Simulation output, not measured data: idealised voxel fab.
Proc. module: voxel capacitor over wiring
Section cut is 285 nm wide and gridded with 5 nm square cells.
We lay out every cross-section as a grid of square cells and spell it out in bands from the top down, where one band means one or more rows of cells. Band: top height; bottom height; in nm. Then, left to right: material with width in nm, for each material. "throughout": a single material spanning edge to edge. "air": empty space. Heights from 0 (as-received wafer is one material below). Bottom band endless downward, as "z 0 and below". The notation "30 to 40" denotes a width that varies across the rows of cells in the band, beginning at the first number in the top row, finishing at the second number in the bottom row, and changing by an identical amount from each row to the next. Where a step carries "nothing different", the cross-section came out of it unchanged, cell for cell. "Closed cavities" enumerates empty spaces isolated from the top, with no open way to it, that contain at least 8 cells, giving each as width x height at distance from the left edge, all three in nm. Heads up: the bit after the settings on a step's line is the simulator's remark on that step. For masked steps, "overlay nm" on the step line gives how far right of plan the mask actually lay; a minus sign means it lay to the left.

### This section lists the process steps that were planned
1) RECEIVE | material Si
2) CONFORMAL_DEP | material SiO2 | thk nm 15
3) DIRECTIONAL_DEP | material TiN | thk nm 5
4) DIRECTIONAL_DEP | material W | thk nm 25
5) MASKED_ETCH | tone cover | mask id METAL_1 | width nm 20 | pitch nm 85 | etch materials W | depth nm 25 | overlay nm 0
6) MASKED_ETCH | tone cover | mask id METAL_1 | width nm 20 | pitch nm 85 | etch materials TiN | depth nm 5 | overlay nm 0
7) CONFORMAL_DEP | material SiCN | thk nm 5
8) FILL_DEP | material SiO2 | thk nm 5
9) CMP | height nm 45
10) CONFORMAL_DEP | material SiCN | thk nm 5
11) DIRECTIONAL_DEP | material SiO2 | thk nm 15
12) PATTERN | tone open | mask id PLUG_1 | material resist | width nm 15 | thk nm 20 | overlay nm 0
13) DIRECTIONAL_ETCH | etch materials SiO2 | depth nm 15
14) DIRECTIONAL_ETCH | etch materials SiCN | depth nm 5
15) STRIP | etch materials resist
16) EPI | material Ru | thk nm 10
17) EPI | material Ru | thk nm 10
18) DIRECTIONAL_DEP | material TiN | thk nm 5
19) DIRECTIONAL_DEP | material SiN | thk nm 5
20) DIRECTIONAL_DEP | material TiN | thk nm 5
21) MASKED_ETCH | tone cover | mask id UPPER_PLATE | width nm 70 | etch materials TiN | depth nm 5 | overlay nm 0
22) MASKED_ETCH | tone cover | mask id UPPER_PLATE | width nm 70 | etch materials SiN | depth nm 5 | overlay nm 0
23) MASKED_ETCH | tone cover | mask id LOWER_PLATE | width nm 80 | etch materials TiN | depth nm 5 | overlay nm 0
24) FILL_DEP | material SiO2 | thk nm 20
25) CMP | height nm 95
26) PATTERN | tone open | mask id PLUG_2 | material resist | width nm 15 | thk nm 15 | overlay nm 0
27) DIRECTIONAL_ETCH | etch materials SiO2 | depth nm 5
28) STRIP | etch materials resist
29) CONFORMAL_DEP | material TiN | thk nm 5
30) FILL_DEP | material Cu | thk nm 5
31) CMP | height nm 95
32) CONFORMAL_DEP | material SiN | thk nm 5
Don't read the plan's depth nm for step 27 as applying to every wafer: that's the first wafer's value, and the wafers differ in it, though they all start identical.

### Cross-section of the first of several received wafers, showing its state after step 1
    z 0 and below | Si throughout
    Closed cavities: none

### The rows of the table below are wafers. Looking at the end of the module, a row counts, for every material, the cells the wafer has gained, shown as (+), or lost, shown as (-), since it was received; its closed voids come next
depth nm 5, +12 Ru, +123 SiCN, +71 SiN, +853 SiO2, +41 TiN, +40 W, Closed cavities: none
depth nm 10, +1 Cu, +12 Ru, +123 SiCN, +71 SiN, +850 SiO2, +43 TiN, +40 W, Closed cavities: none
depth nm 15, +2 Cu, +12 Ru, +123 SiCN, +71 SiN, +847 SiO2, +45 TiN, +40 W, Closed cavities: none
depth nm 20, +2 Cu, +12 Ru, +123 SiCN, +71 SiN, +847 SiO2, +45 TiN, +40 W, Closed cavities: none
depth nm 25, +2 Cu, +12 Ru, +123 SiCN, +71 SiN, +847 SiO2, +45 TiN, +40 W, Closed cavities: none
depth nm 30, +2 Cu, +12 Ru, +123 SiCN, +71 SiN, +847 SiO2, +45 TiN, +40 W, Closed cavities: none
